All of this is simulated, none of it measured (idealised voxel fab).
process module | voxel ribs on slabs
cross-section cut | 290 nm wide | cells 5 nm
A cross-section is a grid of square cells, given in bands from the top down. A band is one or more rows of cells.
Each band's line starts with the height of the band's top and of its bottom, in nm. Then come its materials from left to right, each with its width in nm. One material with "throughout" fills the band from edge to edge. "air" is empty space.
Height 0 is the level under which the wafer as received is all one material. The lowest band goes on downwards, as in "0 down".
A width such as "30 to 40" changes by the same amount from each row of cells to the next, from the band's top row to its bottom row.
"no change" after a step means that no cell of the cross-section changed.
closed voids: empty space of 8 cells or more with no open way to the top, each as width x height at its distance from the left edge, in nm
after a step's settings: what the simulator itself notes on the step
overlay nm, on a step with a mask: how far to the right of its planned place the mask lay; to the left if negative
plan
1 op RECEIVE | material Si
2 op DIRECTIONAL_DEP | material SiO2 | thk nm 25
3 op DIRECTIONAL_DEP | material polySi | thk nm 20
4 op DIRECTIONAL_DEP | material aC | thk nm 15
5 op PATTERN | tone cover | mask id RIB | material resist | width nm 25 | thk nm 35 | overlay nm 0
6 op DIRECTIONAL_ETCH | etch materials aC | depth nm 15
7 op STRIP | etch materials resist
8 op DIRECTIONAL_ETCH | etch materials polySi | depth nm 5
9 op STRIP | etch materials aC
10 op DIRECTIONAL_DEP | material aC | thk nm 15
11 op PATTERN | tone cover | mask id SLAB | material resist | width nm 85 | thk nm 30 | overlay nm 0
12 op DIRECTIONAL_ETCH | etch materials aC | depth nm 15
13 op STRIP | etch materials resist
14 op DIRECTIONAL_ETCH | etch materials polySi | depth nm 15
15 op STRIP | etch materials aC
16 op FILL_DEP | material SiO2 | thk nm 20
17 op CMP | height nm 55
18 op DIRECTIONAL_DEP | material TiN | thk nm 10
19 op PATTERN | tone cover | mask id HEATER | material resist | width nm 35 | thk nm 20 | overlay nm 0
20 op DIRECTIONAL_ETCH | etch materials TiN | depth nm 10
21 op STRIP | etch materials resist
22 op CONFORMAL_DEP | material SiO2 | thk nm 10
first wafer, as planned
as received, after step 1
  0 down: Si throughout
  closed voids: none
after step 2
  25 to 0: SiO2 throughout
  below 0: unchanged
after step 3
  45 to 25: polySi throughout
  below 25: unchanged
after step 4
  60 to 45: aC throughout
  below 45: unchanged
after step 5
  95 to 60: air 130 | resist 25 | air 135
  below 60: unchanged
after step 6
  80 to 60: air 130 | resist 25 | air 135
  60 to 45: air 130 | aC 25 | air 135
  below 45: unchanged
after step 7
  60 to 45: air 130 | aC 25 | air 135
  below 45: unchanged
after step 8
  60 to 45: air 130 | aC 25 | air 135
  45 to 40: air 130 | polySi 25 | air 135
  below 40: unchanged
after step 9
  45 to 40: air 130 | polySi 25 | air 135
  below 40: unchanged
after step 10
  60 to 55: air 130 | aC 25 | air 135
  55 to 45: aC throughout
  45 to 40: aC 130 | polySi 25 | aC 135
  below 40: unchanged
after step 11
  90 to 60: air 100 | resist 85 | air 105
  60 to 55: air 100 | resist 30 | aC 25 | resist 30 | air 105
  below 55: unchanged
after step 12
  75 to 60: air 100 | resist 85 | air 105
  60 to 55: air 100 | resist 30 | aC 25 | resist 30 | air 105
  55 to 45: air 100 | aC 85 | air 105
  45 to 40: air 100 | aC 30 | polySi 25 | aC 30 | air 105
  below 40: unchanged
after step 13
  60 to 55: air 130 | aC 25 | air 135
  below 55: unchanged
after step 14
  60 to 55: air 130 | aC 25 | air 135
  55 to 45: air 100 | aC 85 | air 105
  45 to 40: air 100 | aC 30 | polySi 25 | aC 30 | air 105
  40 to 25: air 100 | polySi 85 | air 105
  below 25: unchanged
after step 15
  45 to 40: air 130 | polySi 25 | air 135
  below 40: unchanged
after step 16
  65 to 45: SiO2 throughout
  45 to 40: SiO2 130 | polySi 25 | SiO2 135
  40 to 25: SiO2 100 | polySi 85 | SiO2 105
  below 25: unchanged
after step 17
  55 to 45: SiO2 throughout
  below 45: unchanged
after step 18
  65 to 55: TiN throughout
  below 55: unchanged
after step 19
  85 to 65: air 125 | resist 35 | air 130
  below 65: unchanged
after step 20
  85 to 65: air 125 | resist 35 | air 130
  65 to 55: air 125 | TiN 35 | air 130
  below 55: unchanged
after step 21
  65 to 55: air 125 | TiN 35 | air 130
  below 55: unchanged
after step 22
  75 to 65: air 115 | SiO2 55 | air 120
  65 to 55: SiO2 125 | TiN 35 | SiO2 130
  below 55: unchanged
second wafer: like start, like plan, one mistake. Through step 10 it matches the first wafer
when step 11 should have ended
  90 to 60: air 100 | resist 90 | air 100
  60 to 55: air 100 | resist 30 | aC 25 | resist 35 | air 100
  below 55: unchanged
when step 12 should have ended
  75 to 60: air 100 | resist 90 | air 100
  60 to 55: air 100 | resist 30 | aC 25 | resist 35 | air 100
  55 to 45: air 100 | aC 90 | air 100
  45 to 40: air 100 | aC 30 | polySi 25 | aC 35 | air 100
  below 40: unchanged
when step 13 should have ended
  60 to 55: air 130 | aC 25 | air 135
  below 55: unchanged
when step 14 should have ended
  60 to 55: air 130 | aC 25 | air 135
  55 to 45: air 100 | aC 90 | air 100
  45 to 40: air 100 | aC 30 | polySi 25 | aC 35 | air 100
  40 to 25: air 100 | polySi 90 | air 100
  below 25: unchanged
when step 15 should have ended
  45 to 40: air 130 | polySi 25 | air 135
  below 40: unchanged
when step 16 should have ended
  65 to 45: SiO2 throughout
  45 to 40: SiO2 130 | polySi 25 | SiO2 135
  40 to 25: SiO2 100 | polySi 90 | SiO2 100
  below 25: unchanged
when step 17 should have ended
  55 to 45: SiO2 throughout
  below 45: unchanged
when step 18 should have ended
  65 to 55: TiN throughout
  below 55: unchanged
when step 19 should have ended
  85 to 65: air 125 | resist 35 | air 130
  below 65: unchanged
when step 20 should have ended
  85 to 65: air 125 | resist 35 | air 130
  65 to 55: air 125 | TiN 35 | air 130
  below 55: unchanged
when step 21 should have ended
  65 to 55: air 125 | TiN 35 | air 130
  below 55: unchanged
when step 22 should have ended
  75 to 65: air 115 | SiO2 55 | air 120
  65 to 55: SiO2 125 | TiN 35 | SiO2 130
  below 55: unchanged
what went wrong: step 11 ran as: op PATTERN | tone cover | mask id SLAB | material resist | width nm 90 | thk nm 30 | overlay nm 0
at the end the second wafer has, in cells: 3 fewer of SiO2 | 3 more of polySi
